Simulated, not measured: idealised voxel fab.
Process module heading - voxel capacitor over wiring
Square cells of 5 nm make up the cross-section cut, whose width is 250 nm.
Heads up, the way a cross-section reads in here is a grid of square cells, handed over as bands from the top down, with every band being one or more rows of cells.
Heights first: top, then bottom, in nm. Then materials, left to right, each with a width in nm. "edge to edge" on a single material: fills the band edge to edge. "air": empty space.
For the purposes of this specification, 0 denotes the height below which the wafer in its as-received condition is composed wholly of one material, and the lowermost band, lacking a lower limit, extends downward without end, as expressed in "0 and below".
With a width like "30 to 40", each row of cells in the band differs from the next by the same amount, the top row carrying the first number and the bottom row the second.
Any step labelled "no modifications" changed none of the cells in the cross-section.
Each empty space that has no open way to the top and spans at least 8 cells appears under "Sealed void inventory" as width x height at distance, the distance counted from the left edge, all in nm.
Where a step's line continues beyond its settings, the continuation is a remark by the simulator itself on that step.
Among the settings permitted on a step's line is "overlay nm"; applied to a step with a mask, it specifies the extent to which the mask lay to the right of its planned position, whereas a negative figure signifies a position to the left.
Quick note on how to read the rest: it's all pairs. You get the cross-section before a process step and the one after, but the after one only goes down as far as the lowest band that changed. The step in between, with its settings, sits under the pair. Heads up, the pairs can come from different runs of this module on the same starting wafer, so don't assume a pair picks up from the one above unless its "Prior to processing" entry says it does.
-- Prior to processing
90 down to 80 = air: 75  TiN: 75  air: 100
80 down to 75 = air: 75  HfO2: 75  air: 100
75 down to 65 = TiN edge to edge
65 down to 45 = SiO2: 75  Ru: 15  SiO2: 160
45 down to 40 = SiCN: 75  Ru: 15  SiCN: 160
40 down to 35 = SiO2: 60  W: 30  SiO2: 70  W: 30  SiO2: 60
35 down to 30 = SiO2: 60  TiN: 30  SiO2: 70  TiN: 30  SiO2: 60
30 down to 0 = SiO2 edge to edge
0 and below = Si edge to edge
Sealed void inventory: none
-- Post-Step Snapshot
105 down to 90 = air: 75  aC: 75  air: 100
90 down to 80 = aC: 75  TiN: 75  aC: 100
80 down to 75 = aC: 75  HfO2: 75  aC: 100
Lower than 75, everything is as it was.
Sealed void inventory: none
In between the before and after cross-sections above, the step is op DIRECTIONAL_DEP | material aC | thk nm 15
Prior to processing: equal to the after panel directly above.
-- Post-Step Snapshot
140 down to 105 = air: 70  resist: 85  air: 95
105 down to 90 = air: 70  resist: 5  aC: 75  resist: 5  air: 95
Lower than 90, everything is as it was.
Sealed void inventory: none
In between the before and after cross-sections above, the step is op PATTERN | tone cover | mask id LOWER_PLATE | material resist | width nm 85 | thk nm 35 | overlay nm 0
Prior to processing: equal to the after panel directly above.
-- Post-Step Snapshot
125 down to 105 = air: 70  resist: 85  air: 95
105 down to 90 = air: 70  resist: 5  aC: 75  resist: 5  air: 95
90 down to 80 = air: 70  aC: 5  TiN: 75  aC: 5  air: 95
80 down to 75 = air: 70  aC: 5  HfO2: 75  aC: 5  air: 95
Lower than 75, everything is as it was.
Sealed void inventory: none
In between the before and after cross-sections above, the step is op DIRECTIONAL_ETCH | etch materials aC | depth nm 15
Prior to processing: equal to the after panel directly above.
-- Post-Step Snapshot
105 down to 90 = air: 75  aC: 75  air: 100
Lower than 90, everything is as it was.
Sealed void inventory: none
In between the before and after cross-sections above, the step is op STRIP | etch materials resist
Prior to processing: equal to the after panel directly above.
-- Post-Step Snapshot
105 down to 90 = air: 75  aC: 75  air: 100
90 down to 80 = air: 70  aC: 5  TiN: 75  aC: 5  air: 95
80 down to 75 = air: 70  aC: 5  HfO2: 75  aC: 5  air: 95
75 down to 65 = air: 70  TiN: 85  air: 95
Lower than 65, everything is as it was.
Sealed void inventory: none
In between the before and after cross-sections above, the step is op DIRECTIONAL_ETCH | etch materials TiN | depth nm 10
Prior to processing: equal to the after panel directly above.
-- Post-Step Snapshot
90 down to 80 = air: 75  TiN: 75  air: 100
80 down to 75 = air: 75  HfO2: 75  air: 100
Lower than 75, everything is as it was.
Sealed void inventory: none
In between the before and after cross-sections above, the step is op STRIP | etch materials aC
Prior to processing: equal to the after panel directly above.
-- Post-Step Snapshot
105 down to 90 = SiO2 edge to edge
90 down to 80 = SiO2: 75  TiN: 75  SiO2: 100
80 down to 75 = SiO2: 75  HfO2: 75  SiO2: 100
75 down to 65 = SiO2: 70  TiN: 85  SiO2: 95
Lower than 65, everything is as it was.
Sealed void inventory: none
In between the before and after cross-sections above, the step is op FILL_DEP | material SiO2 | thk nm 15
Prior to processing: equal to the after panel directly above.
-- Post-Step Snapshot
100 down to 90 = SiO2 edge to edge
Lower than 90, everything is as it was.
Sealed void inventory: none
In between the before and after cross-sections above, the step is op CMP | height nm 100
Prior to processing: equal to the after panel directly above.
-- Post-Step Snapshot
115 down to 100 = aC edge to edge
Lower than 100, everything is as it was.
Sealed void inventory: none
In between the before and after cross-sections above, the step is op DIRECTIONAL_DEP | material aC | thk nm 15
Prior to processing: equal to the after panel directly above.
-- Post-Step Snapshot
145 down to 115 = resist: 85  air: 15  resist: 150
Lower than 115, everything is as it was.
Sealed void inventory: none
In between the before and after cross-sections above, the step is op PATTERN | tone open | mask id PLUG_2 | material resist | width nm 15 | thk nm 30 | overlay nm 0
Prior to processing: equal to the after panel directly above.
-- Post-Step Snapshot
130 down to 115 = resist: 85  air: 15  resist: 150
115 down to 100 = aC: 85  air: 15  aC: 150
Lower than 100, everything is as it was.
Sealed void inventory: none
In between the before and after cross-sections above, the step is op DIRECTIONAL_ETCH | etch materials aC | depth nm 15
Prior to processing: equal to the after panel directly above.
-- Post-Step Snapshot
115 down to 100 = aC: 85  air: 15  aC: 150
Lower than 100, everything is as it was.
Sealed void inventory: none
In between the before and after cross-sections above, the step is op STRIP | etch materials resist
Prior to processing: equal to the after panel directly above.
-- Post-Step Snapshot
115 down to 100 = aC: 85  air: 15  aC: 150
100 down to 90 = SiO2: 85  air: 15  SiO2: 150
Lower than 90, everything is as it was.
Sealed void inventory: none
In between the before and after cross-sections above, the step is op DIRECTIONAL_ETCH | etch materials SiO2 | depth nm 10
Prior to processing: equal to the after panel directly above.
-- Post-Step Snapshot
100 down to 90 = SiO2: 85  air: 15  SiO2: 150
Lower than 90, everything is as it was.
Sealed void inventory: none
In between the before and after cross-sections above, the step is op STRIP | etch materials aC
Prior to processing: equal to the after panel directly above.
-- Post-Step Snapshot
105 down to 100 = TiN: 90  air: 5  TiN: 155
100 down to 95 = SiO2: 85  TiN: 5  air: 5  TiN: 5  SiO2: 150
95 down to 90 = SiO2: 85  TiN: 15  SiO2: 150
Lower than 90, everything is as it was.
Sealed void inventory: none
In between the before and after cross-sections above, the step is op CONFORMAL_DEP | material TiN | thk nm 5
Prior to processing: equal to the after panel directly above.
-- Post-Step Snapshot
110 down to 105 = W edge to edge
105 down to 100 = TiN: 90  W: 5  TiN: 155
100 down to 95 = SiO2: 85  TiN: 5  W: 5  TiN: 5  SiO2: 150
Lower than 95, everything is as it was.
Sealed void inventory: none
In between the before and after cross-sections above, the step is op FILL_DEP | material W | thk nm 5
Prior to processing: equal to the after panel directly above.
-- Post-Step Snapshot
100 down to 95 = SiO2: 85  TiN: 5  W: 5  TiN: 5  SiO2: 150
Lower than 95, everything is as it was.
Sealed void inventory: none
In between the before and after cross-sections above, the step is op CMP | height nm 100
Prior to processing: equal to the after panel directly above.
-- Post-Step Snapshot
105 down to 100 = SiCN edge to edge
Lower than 100, everything is as it was.
Sealed void inventory: none
In between the before and after cross-sections above, the step is op CONFORMAL_DEP | material SiCN | thk nm 5
-- Prior to processing
85 down to 65 = TiN edge to edge
65 down to 45 = SiO2: 75  Ru: 15  SiO2: 160
45 down to 40 = SiCN: 75  Ru: 15  SiCN: 160
40 down to 20 = SiO2: 60  W: 30  SiO2: 70  W: 30  SiO2: 60
20 down to 15 = SiO2: 60  TiN: 30  SiO2: 70  TiN: 30  SiO2: 60
15 down to 0 = SiO2 edge to edge
0 and below = Si edge to edge
Sealed void inventory: none
-- Post-Step Snapshot
90 down to 85 = HfO2 edge to edge
Lower than 85, everything is as it was.
Sealed void inventory: none
In between the before and after cross-sections above, the step is op DIRECTIONAL_DEP | material HfO2 | thk nm 5
Prior to processing: equal to the after panel directly above.
-- Post-Step Snapshot
105 down to 90 = aC edge to edge
Lower than 90, everything is as it was.
Sealed void inventory: none
In between the before and after cross-sections above, the step is op DIRECTIONAL_DEP | material aC | thk nm 15
Prior to processing: equal to the after panel directly above.
-- Post-Step Snapshot
140 down to 105 = air: 75  resist: 75  air: 100
Lower than 105, everything is as it was.
Sealed void inventory: none
In between the before and after cross-sections above, the step is op PATTERN | tone cover | mask id UPPER_PLATE | material resist | width nm 75 | thk nm 35 | overlay nm 0
Prior to processing: equal to the after panel directly above.
-- Post-Step Snapshot
125 down to 105 = air: 75  resist: 75  air: 100
105 down to 90 = air: 75  aC: 75  air: 100
Lower than 90, everything is as it was.
Sealed void inventory: none
In between the before and after cross-sections above, the step is op DIRECTIONAL_ETCH | etch materials aC | depth nm 15
Prior to processing: equal to the after panel directly above.
-- Post-Step Snapshot
105 down to 90 = air: 75  aC: 75  air: 100
Lower than 90, everything is as it was.
Sealed void inventory: none
In between the before and after cross-sections above, the step is op STRIP | etch materials resist
Prior to processing: equal to the after panel directly above.
-- Post-Step Snapshot
105 down to 90 = air: 75  aC: 75  air: 100
90 down to 85 = air: 75  HfO2: 75  air: 100
Lower than 85, everything is as it was.
Sealed void inventory: none
In between the before and after cross-sections above, the step is op DIRECTIONAL_ETCH | etch materials HfO2 | depth nm 5
Prior to processing: equal to the after panel directly above.
-- Post-Step Snapshot
90 down to 85 = air: 75  HfO2: 75  air: 100
Lower than 85, everything is as it was.
Sealed void inventory: none
In between the before and after cross-sections above, the step is op STRIP | etch materials aC
Prior to processing: equal to the after panel directly above.
-- Post-Step Snapshot
105 down to 100 = air: 75  aC: 75  air: 100
100 down to 90 = aC edge to edge
90 down to 85 = aC: 75  HfO2: 75  aC: 100
Lower than 85, everything is as it was.
Sealed void inventory: none
In between the before and after cross-sections above, the step is op DIRECTIONAL_DEP | material aC | thk nm 15
Prior to processing: equal to the after panel directly above.
-- Post-Step Snapshot
140 down to 105 = air: 70  resist: 85  air: 95
105 down to 100 = air: 70  resist: 5  aC: 75  resist: 5  air: 95
Lower than 100, everything is as it was.
Sealed void inventory: none
In between the before and after cross-sections above, the step is op PATTERN | tone cover | mask id LOWER_PLATE | material resist | width nm 85 | thk nm 35 | overlay nm 0
Prior to processing: equal to the after panel directly above.
-- Post-Step Snapshot
125 down to 105 = air: 70  resist: 85  air: 95
105 down to 100 = air: 70  resist: 5  aC: 75  resist: 5  air: 95
100 down to 90 = air: 70  aC: 85  air: 95
90 down to 85 = air: 70  aC: 5  HfO2: 75  aC: 5  air: 95
Lower than 85, everything is as it was.
Sealed void inventory: none
In between the before and after cross-sections above, the step is op DIRECTIONAL_ETCH | etch materials aC | depth nm 15
Prior to processing: equal to the after panel directly above.
-- Post-Step Snapshot
105 down to 100 = air: 75  aC: 75  air: 100
Lower than 100, everything is as it was.
Sealed void inventory: none
In between the before and after cross-sections above, the step is op STRIP | etch materials resist
Prior to processing: equal to the after panel directly above.
-- Post-Step Snapshot
105 down to 100 = air: 75  aC: 75  air: 100
100 down to 90 = air: 70  aC: 85  air: 95
90 down to 85 = air: 70  aC: 5  HfO2: 75  aC: 5  air: 95
85 down to 75 = air: 70  TiN: 85  air: 95
Lower than 75, everything is as it was.
Sealed void inventory: none
In between the before and after cross-sections above, the step is op DIRECTIONAL_ETCH | etch materials TiN | depth nm 10
Prior to processing: equal to the after panel directly above.
-- Post-Step Snapshot
90 down to 85 = air: 75  HfO2: 75  air: 100
Lower than 85, everything is as it was.
Sealed void inventory: none
In between the before and after cross-sections above, the step is op STRIP | etch materials aC
Prior to processing: equal to the after panel directly above.
-- Post-Step Snapshot
105 down to 90 = SiO2 edge to edge
90 down to 85 = SiO2: 75  HfO2: 75  SiO2: 100
85 down to 75 = SiO2: 70  TiN: 85  SiO2: 95
Lower than 75, everything is as it was.
Sealed void inventory: none
In between the before and after cross-sections above, the step is op FILL_DEP | material SiO2 | thk nm 15
Prior to processing: equal to the after panel directly above.
-- Post-Step Snapshot
100 down to 90 = SiO2 edge to edge
Lower than 90, everything is as it was.
Sealed void inventory: none
In between the before and after cross-sections above, the step is op CMP | height nm 100
Prior to processing: equal to the after panel directly above.
-- Post-Step Snapshot
115 down to 100 = aC edge to edge
Lower than 100, everything is as it was.
Sealed void inventory: none
In between the before and after cross-sections above, the step is op DIRECTIONAL_DEP | material aC | thk nm 15
Prior to processing: equal to the after panel directly above.
-- Post-Step Snapshot
145 down to 115 = resist: 85  air: 15  resist: 150
Lower than 115, everything is as it was.
Sealed void inventory: none
In between the before and after cross-sections above, the step is op PATTERN | tone open | mask id PLUG_2 | material resist | width nm 15 | thk nm 30 | overlay nm 0
Prior to processing: equal to the after panel directly above.
-- Post-Step Snapshot
130 down to 115 = resist: 85  air: 15  resist: 150
115 down to 100 = aC: 85  air: 15  aC: 150
Lower than 100, everything is as it was.
Sealed void inventory: none
In between the before and after cross-sections above, the step is op DIRECTIONAL_ETCH | etch materials aC | depth nm 15
Prior to processing: equal to the after panel directly above.
-- Post-Step Snapshot
115 down to 100 = aC: 85  air: 15  aC: 150
Lower than 100, everything is as it was.
Sealed void inventory: none
In between the before and after cross-sections above, the step is op STRIP | etch materials resist
Prior to processing: equal to the after panel directly above.
-- Post-Step Snapshot
115 down to 100 = aC: 85  air: 15  aC: 150
100 down to 90 = SiO2: 85  air: 15  SiO2: 150
Lower than 90, everything is as it was.
Sealed void inventory: none
In between the before and after cross-sections above, the step is op DIRECTIONAL_ETCH | etch materials SiO2 | depth nm 10
Prior to processing: equal to the after panel directly above.
-- Post-Step Snapshot
100 down to 90 = SiO2: 85  air: 15  SiO2: 150
Lower than 90, everything is as it was.
Sealed void inventory: none
In between the before and after cross-sections above, the step is op STRIP | etch materials aC
Prior to processing: equal to the after panel directly above.
-- Post-Step Snapshot
105 down to 100 = TiN: 90  air: 5  TiN: 155
100 down to 95 = SiO2: 85  TiN: 5  air: 5  TiN: 5  SiO2: 150
95 down to 90 = SiO2: 85  TiN: 15  SiO2: 150
Lower than 90, everything is as it was.
Sealed void inventory: none
In between the before and after cross-sections above, the step is op CONFORMAL_DEP | material TiN | thk nm 5
Prior to processing: equal to the after panel directly above.
-- Post-Step Snapshot
110 down to 105 = W edge to edge
105 down to 100 = TiN: 90  W: 5  TiN: 155
100 down to 95 = SiO2: 85  TiN: 5  W: 5  TiN: 5  SiO2: 150
Lower than 95, everything is as it was.
Sealed void inventory: none
In between the before and after cross-sections above, the step is op FILL_DEP | material W | thk nm 5
Prior to processing: equal to the after panel directly above.
-- Post-Step Snapshot
100 down to 95 = SiO2: 85  TiN: 5  W: 5  TiN: 5  SiO2: 150
Lower than 95, everything is as it was.
Sealed void inventory: none
In between the before and after cross-sections above, the step is op CMP | height nm 100
Prior to processing: equal to the after panel directly above.
-- Post-Step Snapshot
105 down to 100 = SiCN edge to edge
Lower than 100, everything is as it was.
Sealed void inventory: none
In between the before and after cross-sections above, the step is op CONFORMAL_DEP | material SiCN | thk nm 5
-- Prior to processing
110 down to 105 = W edge to edge
105 down to 100 = TiN: 90  W: 5  TiN: 155
100 down to 95 = SiO2: 85  TiN: 5  W: 5  TiN: 5  SiO2: 150
95 down to 90 = SiO2: 85  TiN: 15  SiO2: 150
90 down to 80 = SiO2: 75  TiN: 75  SiO2: 100
80 down to 75 = SiO2: 75  HfO2: 75  SiO2: 100
75 down to 65 = SiO2: 70  TiN: 85  SiO2: 95
65 down to 45 = SiO2: 75  Ru: 15  SiO2: 160
45 down to 40 = SiCN: 75  Ru: 15  SiCN: 160
40 down to 20 = SiO2: 60  W: 30  SiO2: 70  W: 30  SiO2: 60
20 down to 15 = SiO2: 60  TiN: 30  SiO2: 70  TiN: 30  SiO2: 60
15 down to 0 = SiO2 edge to edge
0 and below = Si edge to edge
Sealed void inventory: none
-- Post-Step Snapshot
95 down to 90 = SiO2: 85  TiN: 15  SiO2: 150
Lower than 90, everything is as it was.
Sealed void inventory: none
In between the before and after cross-sections above, the step is op CMP | height nm 95
Prior to processing: equal to the after panel directly above.
-- Post-Step Snapshot
100 down to 95 = SiCN edge to edge
Lower than 95, everything is as it was.
Sealed void inventory: none
In between the before and after cross-sections above, the step is op CONFORMAL_DEP | material SiCN | thk nm 5
-- Prior to processing
105 down to 90 = air: 75  aC: 75  air: 100
90 down to 80 = aC: 75  TiN: 75  aC: 100
80 down to 75 = aC: 75  HfO2: 75  aC: 100
75 down to 65 = TiN edge to edge
65 down to 45 = SiO2: 75  Ru: 15  SiO2: 160
45 down to 40 = SiCN: 75  Ru: 15  SiCN: 160
40 down to 20 = SiO2: 60  W: 30  SiO2: 70  W: 30  SiO2: 60
20 down to 15 = SiO2: 60  TiN: 30  SiO2: 70  TiN: 30  SiO2: 60
15 down to 0 = SiO2 edge to edge
0 and below = Si edge to edge
Sealed void inventory: none
-- Post-Step Snapshot
140 down to 105 = air: 75  resist: 75  air: 100
Lower than 105, everything is as it was.
Sealed void inventory: none
In between the before and after cross-sections above, the step is op PATTERN | tone cover | mask id LOWER_PLATE | material resist | width nm 75 | thk nm 35 | overlay nm 0
Prior to processing: equal to the after panel directly above.
-- Post-Step Snapshot
125 down to 105 = air: 75  resist: 75  air: 100
105 down to 90 = air: 75  aC: 75  air: 100
90 down to 80 = air: 75  TiN: 75  air: 100
80 down to 75 = air: 75  HfO2: 75  air: 100
Lower than 75, everything is as it was.
Sealed void inventory: none
In between the before and after cross-sections above, the step is op DIRECTIONAL_ETCH | etch materials aC | depth nm 15
Prior to processing: equal to the after panel directly above.
-- Post-Step Snapshot
105 down to 90 = air: 75  aC: 75  air: 100
Lower than 90, everything is as it was.
Sealed void inventory: none
In between the before and after cross-sections above, the step is op STRIP | etch materials resist
Prior to processing: equal to the after panel directly above.
-- Post-Step Snapshot
105 down to 90 = air: 75  aC: 75  air: 100
90 down to 80 = air: 75  TiN: 75  air: 100
80 down to 75 = air: 75  HfO2: 75  air: 100
75 down to 65 = air: 75  TiN: 75  air: 100
Lower than 65, everything is as it was.
Sealed void inventory: none
In between the before and after cross-sections above, the step is op DIRECTIONAL_ETCH | etch materials TiN | depth nm 10
Prior to processing: equal to the after panel directly above.
-- Post-Step Snapshot
90 down to 80 = air: 75  TiN: 75  air: 100
Lower than 80, everything is as it was.
Sealed void inventory: none
In between the before and after cross-sections above, the step is op STRIP | etch materials aC
Prior to processing: equal to the after panel directly above.
-- Post-Step Snapshot
105 down to 90 = SiO2 edge to edge
90 down to 80 = SiO2: 75  TiN: 75  SiO2: 100
80 down to 75 = SiO2: 75  HfO2: 75  SiO2: 100
75 down to 65 = SiO2: 75  TiN: 75  SiO2: 100
Lower than 65, everything is as it was.
Sealed void inventory: none
In between the before and after cross-sections above, the step is op FILL_DEP | material SiO2 | thk nm 15
Prior to processing: equal to the after panel directly above.
-- Post-Step Snapshot
100 down to 90 = SiO2 edge to edge
Lower than 90, everything is as it was.
Sealed void inventory: none
In between the before and after cross-sections above, the step is op CMP | height nm 100
Prior to processing: equal to the after panel directly above.
-- Post-Step Snapshot
115 down to 100 = aC edge to edge
Lower than 100, everything is as it was.
Sealed void inventory: none
In between the before and after cross-sections above, the step is op DIRECTIONAL_DEP | material aC | thk nm 15
Prior to processing: equal to the after panel directly above.
-- Post-Step Snapshot
145 down to 115 = resist: 85  air: 15  resist: 150
Lower than 115, everything is as it was.
Sealed void inventory: none
In between the before and after cross-sections above, the step is op PATTERN | tone open | mask id PLUG_2 | material resist | width nm 15 | thk nm 30 | overlay nm 0
Prior to processing: equal to the after panel directly above.
-- Post-Step Snapshot
130 down to 115 = resist: 85  air: 15  resist: 150
115 down to 100 = aC: 85  air: 15  aC: 150
Lower than 100, everything is as it was.
Sealed void inventory: none
In between the before and after cross-sections above, the step is op DIRECTIONAL_ETCH | etch materials aC | depth nm 15
Prior to processing: equal to the after panel directly above.
-- Post-Step Snapshot
115 down to 100 = aC: 85  air: 15  aC: 150
Lower than 100, everything is as it was.
Sealed void inventory: none
In between the before and after cross-sections above, the step is op STRIP | etch materials resist
Prior to processing: equal to the after panel directly above.
-- Post-Step Snapshot
115 down to 100 = aC: 85  air: 15  aC: 150
100 down to 90 = SiO2: 85  air: 15  SiO2: 150
Lower than 90, everything is as it was.
Sealed void inventory: none
In between the before and after cross-sections above, the step is op DIRECTIONAL_ETCH | etch materials SiO2 | depth nm 10
Prior to processing: equal to the after panel directly above.
-- Post-Step Snapshot
100 down to 90 = SiO2: 85  air: 15  SiO2: 150
Lower than 90, everything is as it was.
Sealed void inventory: none
In between the before and after cross-sections above, the step is op STRIP | etch materials aC
Prior to processing: equal to the after panel directly above.
-- Post-Step Snapshot
105 down to 100 = TiN: 90  air: 5  TiN: 155
100 down to 95 = SiO2: 85  TiN: 5  air: 5  TiN: 5  SiO2: 150
95 down to 90 = SiO2: 85  TiN: 15  SiO2: 150
Lower than 90, everything is as it was.
Sealed void inventory: none
In between the before and after cross-sections above, the step is op CONFORMAL_DEP | material TiN | thk nm 5
Prior to processing: equal to the after panel directly above.
-- Post-Step Snapshot
110 down to 105 = W edge to edge
105 down to 100 = TiN: 90  W: 5  TiN: 155
100 down to 95 = SiO2: 85  TiN: 5  W: 5  TiN: 5  SiO2: 150
Lower than 95, everything is as it was.
Sealed void inventory: none
In between the before and after cross-sections above, the step is op FILL_DEP | material W | thk nm 5
Prior to processing: equal to the after panel directly above.
-- Post-Step Snapshot
100 down to 95 = SiO2: 85  TiN: 5  W: 5  TiN: 5  SiO2: 150
Lower than 95, everything is as it was.
Sealed void inventory: none
In between the before and after cross-sections above, the step is op CMP | height nm 100
Prior to processing: equal to the after panel directly above.
-- Post-Step Snapshot
105 down to 100 = SiCN edge to edge
Lower than 100, everything is as it was.
Sealed void inventory: none
In between the before and after cross-sections above, the step is op CONFORMAL_DEP | material SiCN | thk nm 5
-- Prior to processing
40 down to 20 = W edge to edge
20 down to 15 = TiN edge to edge
15 down to 0 = SiO2 edge to edge
0 and below = Si edge to edge
Sealed void inventory: none
-- Post-Step Snapshot
55 down to 40 = air: 65  resist: 30  air: 70  resist: 30  air: 55
Lower than 40, everything is as it was.
Sealed void inventory: none
In between the before and after cross-sections above, the step is op PATTERN | tone cover | mask id METAL_1 | material resist | width nm 30 | pitch nm 100 | thk nm 15 | overlay nm 5
Prior to processing: equal to the after panel directly above.
-- Post-Step Snapshot
55 down to 40 = air: 65  resist: 30  air: 70  resist: 30  air: 55
40 down to 20 = air: 65  W: 30  air: 70  W: 30  air: 55
Lower than 20, everything is as it was.
Sealed void inventory: none
In between the before and after cross-sections above, the step is op DIRECTIONAL_ETCH | etch materials W | depth nm 20
Prior to processing: equal to the after panel directly above.
-- Post-Step Snapshot
55 down to 40 = air: 65  resist: 30  air: 70  resist: 30  air: 55
40 down to 20 = air: 65  W: 30  air: 70  W: 30  air: 55
20 down to 15 = air: 65  TiN: 30  air: 70  TiN: 30  air: 55
Lower than 15, everything is as it was.
Sealed void inventory: none
In between the before and after cross-sections above, the step is op DIRECTIONAL_ETCH | etch materials TiN | depth nm 5
Prior to processing: equal to the after panel directly above.
-- Post-Step Snapshot
40 down to 20 = air: 65  W: 30  air: 70  W: 30  air: 55
Lower than 20, everything is as it was.
Sealed void inventory: none
In between the before and after cross-sections above, the step is op STRIP | etch materials resist
Prior to processing: equal to the after panel directly above.
-- Post-Step Snapshot
45 down to 40 = SiO2 edge to edge
40 down to 20 = SiO2: 65  W: 30  SiO2: 70  W: 30  SiO2: 55
20 down to 15 = SiO2: 65  TiN: 30  SiO2: 70  TiN: 30  SiO2: 55
Lower than 15, everything is as it was.
Sealed void inventory: none
In between the before and after cross-sections above, the step is op FILL_DEP | material SiO2 | thk nm 5
Prior to processing: equal to the after panel directly above.
-- Post-Step Snapshot
40 down to 20 = SiO2: 65  W: 30  SiO2: 70  W: 30  SiO2: 55
Lower than 20, everything is as it was.
Sealed void inventory: none
In between the before and after cross-sections above, the step is op CMP | height nm 40
Prior to processing: equal to the after panel directly above.
-- Post-Step Snapshot
45 down to 40 = SiCN edge to edge
Lower than 40, everything is as it was.
Sealed void inventory: none
In between the before and after cross-sections above, the step is op CONFORMAL_DEP | material SiCN | thk nm 5
Prior to processing: equal to the after panel directly above.
-- Post-Step Snapshot
65 down to 45 = SiO2 edge to edge
Lower than 45, everything is as it was.
Sealed void inventory: none
In between the before and after cross-sections above, the step is op DIRECTIONAL_DEP | material SiO2 | thk nm 20
Prior to processing: equal to the after panel directly above.
-- Post-Step Snapshot
80 down to 65 = resist: 75  air: 15  resist: 160
Lower than 65, everything is as it was.
Sealed void inventory: none
In between the before and after cross-sections above, the step is op PATTERN | tone open | mask id PLUG_1 | material resist | width nm 15 | thk nm 15 | overlay nm 0
Prior to processing: equal to the after panel directly above.
-- Post-Step Snapshot
80 down to 65 = resist: 75  air: 15  resist: 160
65 down to 45 = SiO2: 75  air: 15  SiO2: 160
Lower than 45, everything is as it was.
Sealed void inventory: none
In between the before and after cross-sections above, the step is op DIRECTIONAL_ETCH | etch materials SiO2 | depth nm 20
Prior to processing: equal to the after panel directly above.
-- Post-Step Snapshot
80 down to 65 = resist: 75  air: 15  resist: 160
65 down to 45 = SiO2: 75  air: 15  SiO2: 160
45 down to 40 = SiCN: 75  air: 15  SiCN: 160
Lower than 40, everything is as it was.
Sealed void inventory: none
In between the before and after cross-sections above, the step is op DIRECTIONAL_ETCH | etch materials SiCN | depth nm 5
Prior to processing: equal to the after panel directly above.
-- Post-Step Snapshot
65 down to 45 = SiO2: 75  air: 15  SiO2: 160
Lower than 45, everything is as it was.
Sealed void inventory: none
In between the before and after cross-sections above, the step is op STRIP | etch materials resist
Prior to processing: equal to the after panel directly above.
-- Post-Step Snapshot
65 down to 50 = SiO2: 75  air: 15  SiO2: 160
50 down to 45 = SiO2: 75  Ru: 15  SiO2: 160
45 down to 40 = SiCN: 75  Ru: 15  SiCN: 160
Lower than 40, everything is as it was.
Sealed void inventory: none
In between the before and after cross-sections above, the step is op EPI | material Ru | thk nm 10
Prior to processing: equal to the after panel directly above.
-- Post-Step Snapshot
65 down to 60 = SiO2: 75  air: 15  SiO2: 160
60 down to 45 = SiO2: 75  Ru: 15  SiO2: 160
Lower than 45, everything is as it was.
Sealed void inventory: none
In between the before and after cross-sections above, the step is op EPI | material Ru | thk nm 10
Prior to processing: equal to the after panel directly above.
-- Post-Step Snapshot
65 down to 45 = SiO2: 75  Ru: 15  SiO2: 160
Lower than 45, everything is as it was.
Sealed void inventory: none
In between the before and after cross-sections above, the step is op EPI | material Ru | thk nm 5
Prior to processing: equal to the after panel directly above.
-- Post-Step Snapshot
75 down to 65 = TiN edge to edge
Lower than 65, everything is as it was.
Sealed void inventory: none
In between the before and after cross-sections above, the step is op DIRECTIONAL_DEP | material TiN | thk nm 10
Prior to processing: equal to the after panel directly above.
-- Post-Step Snapshot
80 down to 75 = HfO2 edge to edge
Lower than 75, everything is as it was.
Sealed void inventory: none
In between the before and after cross-sections above, the step is op DIRECTIONAL_DEP | material HfO2 | thk nm 5
Prior to processing: equal to the after panel directly above.
-- Post-Step Snapshot
90 down to 80 = TiN edge to edge
Lower than 80, everything is as it was.
Sealed void inventory: none
In between the before and after cross-sections above, the step is op DIRECTIONAL_DEP | material TiN | thk nm 10
Prior to processing: equal to the after panel directly above.
-- Post-Step Snapshot
105 down to 90 = aC edge to edge
Lower than 90, everything is as it was.
Sealed void inventory: none
In between the before and after cross-sections above, the step is op DIRECTIONAL_DEP | material aC | thk nm 15
Prior to processing: equal to the after panel directly above.
-- Post-Step Snapshot
140 down to 105 = air: 75  resist: 75  air: 100
Lower than 105, everything is as it was.
Sealed void inventory: none
In between the before and after cross-sections above, the step is op PATTERN | tone cover | mask id UPPER_PLATE | material resist | width nm 75 | thk nm 35 | overlay nm 0
Prior to processing: equal to the after panel directly above.
-- Post-Step Snapshot
125 down to 105 = air: 75  resist: 75  air: 100
105 down to 90 = air: 75  aC: 75  air: 100
Lower than 90, everything is as it was.
Sealed void inventory: none
In between the before and after cross-sections above, the step is op DIRECTIONAL_ETCH | etch materials aC | depth nm 15
Prior to processing: equal to the after panel directly above.
-- Post-Step Snapshot
105 down to 90 = air: 75  aC: 75  air: 100
Lower than 90, everything is as it was.
Sealed void inventory: none
In between the before and after cross-sections above, the step is op STRIP | etch materials resist
Prior to processing: equal to the after panel directly above.
-- Post-Step Snapshot
105 down to 90 = air: 75  aC: 75  air: 100
90 down to 80 = air: 75  TiN: 75  air: 100
Lower than 80, everything is as it was.
Sealed void inventory: none
In between the before and after cross-sections above, the step is op DIRECTIONAL_ETCH | etch materials TiN | depth nm 10
Prior to processing: equal to the after panel directly above.
-- Post-Step Snapshot
105 down to 90 = air: 75  aC: 75  air: 100
90 down to 80 = air: 75  TiN: 75  air: 100
80 down to 75 = air: 75  HfO2: 75  air: 100
Lower than 75, everything is as it was.
Sealed void inventory: none
In between the before and after cross-sections above, the step is op DIRECTIONAL_ETCH | etch materials HfO2 | depth nm 5
Prior to processing: equal to the after panel directly above.
-- Post-Step Snapshot
90 down to 80 = air: 75  TiN: 75  air: 100
Lower than 80, everything is as it was.
Sealed void inventory: none
In between the before and after cross-sections above, the step is op STRIP | etch materials aC
Prior to processing: equal to the after panel directly above.
-- Post-Step Snapshot
105 down to 90 = air: 75  aC: 75  air: 100
90 down to 80 = aC: 75  TiN: 75  aC: 100
80 down to 75 = aC: 75  HfO2: 75  aC: 100
Lower than 75, everything is as it was.
Sealed void inventory: none
In between the before and after cross-sections above, the step is op DIRECTIONAL_DEP | material aC | thk nm 15
Prior to processing: equal to the after panel directly above.
-- Post-Step Snapshot
140 down to 105 = air: 70  resist: 85  air: 95
105 down to 90 = air: 70  resist: 5  aC: 75  resist: 5  air: 95
Lower than 90, everything is as it was.
Sealed void inventory: none
In between the before and after cross-sections above, the step is op PATTERN | tone cover | mask id LOWER_PLATE | material resist | width nm 85 | thk nm 35 | overlay nm 0
Prior to processing: equal to the after panel directly above.
-- Post-Step Snapshot
125 down to 105 = air: 70  resist: 85  air: 95
105 down to 90 = air: 70  resist: 5  aC: 75  resist: 5  air: 95
90 down to 80 = air: 70  aC: 5  TiN: 75  aC: 5  air: 95
80 down to 75 = air: 70  aC: 5  HfO2: 75  aC: 5  air: 95
Lower than 75, everything is as it was.
Sealed void inventory: none
In between the before and after cross-sections above, the step is op DIRECTIONAL_ETCH | etch materials aC | depth nm 15
